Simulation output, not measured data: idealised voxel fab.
Process module name: voxel transistor to metal
Square cell edge 5 nm, section width 205 nm, ID cut.
Think of the cross-section as a grid of square cells. We describe it in bands, top to bottom, and each band covers one or more rows of those cells. Basically the band line says how high the top is and how high the bottom is, in nm, and then what's in it from left to right, every material with its width in nm. Empty space shows up as "empty", and if a single material carries "everywhere" it runs the full band edge to edge. Heights are expressed relative to 0, this being the level below which the as-received wafer comprises one material exclusively. The lowest band is unbounded in the downward direction and is denoted as in "0..down". Width: "30 to 40" (first number = top row, second number = bottom row, same change from row to row of cells). The cross-section has no changed cell in any step marked "remained unchanged". If an empty space has no open way to the top and is at least 8 cells in size, "Enclosed internal cavities" lists it, written width x height at distance, where distance is measured from the left edge and every value is in nm. Step line, after settings: the simulator's comment on this step. When a step includes a mask, the "overlay nm" setting on its line states how far to the right of its planned place that mask lay, and negative values state how far to the left.

THIS SECTION LISTS THE PROCESS STEPS THAT WERE PLANNED
1. RECEIVE,material Si
2. CONFORMAL_DEP,material SiO2,thk nm 5
3. CONFORMAL_DEP,material SiN,thk nm 15
4. MASKED_ETCH,tone cover,mask id ACTIVE,width nm 105,etch materials SiN,depth nm 15,overlay nm 0
5. MASKED_ETCH,tone cover,mask id ACTIVE,width nm 105,etch materials SiO2,depth nm 5,overlay nm 0
6. MASKED_ETCH,tone cover,mask id ACTIVE,width nm 105,etch materials Si,depth nm 35,overlay nm 0
7. FILL_DEP,material SiO2,thk nm 15
8. CMP,height nm 20
9. SELECTIVE_ETCH,etch materials SiO2,depth nm 5
10. STRIP,etch materials SiN
11. SELECTIVE_ETCH,etch materials SiO2,depth nm 5
12. OXIDIZE,depth nm 5
13. DIRECTIONAL_DEP,material polySi,thk nm 20
14. DIRECTIONAL_DEP,material SiCN,thk nm 15
15. DIRECTIONAL_DEP,material aC,thk nm 10
16. PATTERN,tone cover,mask id GATE,material resist,width nm 15,thk nm 30,overlay nm 0
17. DIRECTIONAL_ETCH,etch materials aC,depth nm 10
18. STRIP,etch materials resist
19. DIRECTIONAL_ETCH,etch materials SiCN,depth nm 25
20. DIRECTIONAL_ETCH,etch materials polySi,depth nm 30
21. STRIP,etch materials aC
22. CONFORMAL_DEP,material SiO2,thk nm 5
23. DIRECTIONAL_ETCH,etch materials SiO2,depth nm 5
24. CONFORMAL_DEP,material SiN,thk nm 5
25. DIRECTIONAL_ETCH,etch materials SiN,depth nm 5
26. DIRECTIONAL_ETCH,etch materials SiO2,depth nm 5
27. DIRECTIONAL_ETCH,etch materials Si,depth nm 15
28. EPI,material nSi,thk nm 15
29. FILL_DEP,material SiO2,thk nm 5
30. CMP,height nm 35
31. DIRECTIONAL_DEP,material SiO2,thk nm 15
32. DIRECTIONAL_DEP,material aC,thk nm 15
33. PATTERN,tone open,mask id CONTACT,material resist,width nm 35,pitch nm 60,thk nm 30,overlay nm 0
34. DIRECTIONAL_ETCH,etch materials aC,depth nm 15
35. STRIP,etch materials resist
36. DIRECTIONAL_ETCH,etch materials SiO2,depth nm 40
37. STRIP,etch materials aC
38. CONFORMAL_DEP,material TiN,thk nm 5
39. FILL_DEP,material Ru,thk nm 10
40. CMP,height nm 50
41. DIRECTIONAL_DEP,material TiN,thk nm 5
42. DIRECTIONAL_DEP,material W,thk nm 15
43. PATTERN,tone cover,mask id METAL_1,material resist,width nm 20,pitch nm 75,thk nm 15,overlay nm 0
44. DIRECTIONAL_ETCH,etch materials W,depth nm 15
45. DIRECTIONAL_ETCH,etch materials TiN,depth nm 5
46. STRIP,etch materials resist
47. FILL_DEP,material lowk,thk nm 5
48. CMP,height nm 70
49. CONFORMAL_DEP,material SiN,thk nm 5

THE CROSS-SECTION HERE SHOWS THE WAFER AS RECEIVED, I.E. IN ITS STATE AFTER STEP 1
    0..down  Si everywhere
    Enclosed internal cavities: none

POST-MODULE CROSS-SECTION: IDENTICAL START AND PLAN TO THOSE ABOVE, ONE MISSTEP IN EXECUTION
    75..70  SiN everywhere
    70..55  lowk 55 / W 20 / lowk 55 / W 20 / lowk 55
    55..50  lowk 55 / TiN 20 / lowk 55 / TiN 20 / lowk 55
    50..40  SiO2 55 / TiN 5 / Ru 25 / TiN 5 / SiO2 25 / TiN 5 / Ru 25 / TiN 5 / SiO2 55
    40..35  SiO2 55 / TiN 5 / Ru 20 / TiN 10 / SiO2 25 / TiN 10 / Ru 20 / TiN 5 / SiO2 55
    35..20  SiO2 55 / TiN 5 / Ru 20 / TiN 5 / SiN 5 / SiO2 5 / SiCN 15 / SiO2 5 / SiN 5 / TiN 5 / Ru 20 / TiN 5 / SiO2 55
    20..15  SiO2 55 / TiN 5 / Ru 20 / TiN 5 / SiN 5 / SiO2 5 / polySi 15 / SiO2 5 / SiN 5 / TiN 5 / Ru 20 / TiN 5 / SiO2 55
    15..10  SiO2 55 / TiN 30 / SiN 5 / SiO2 5 / polySi 15 / SiO2 5 / SiN 5 / TiN 30 / SiO2 55
    10..0  SiO2 55 / SiN 5 / nSi 25 / SiN 5 / SiO2 5 / polySi 15 / SiO2 5 / SiN 5 / nSi 15 / SiO2 5 / nSi 15 / SiN 5 / SiO2 45
    0..-5  SiO2 60 / nSi 25 / SiO2 35 / nSi 15 / SiO2 5 / nSi 15 / SiO2 50
    -5..-20  SiO2 50 / Si 10 / nSi 25 / Si 35 / nSi 35 / Si 5 / SiO2 45
    -20..-35  SiO2 50 / Si 110 / SiO2 45
    -35..down  Si everywhere
    Enclosed internal cavities: none
Diagnosis: step 4 ran as: MASKED_ETCH,tone cover,mask id ACTIVE,width nm 105,etch materials SiN,depth nm 15,overlay nm 5
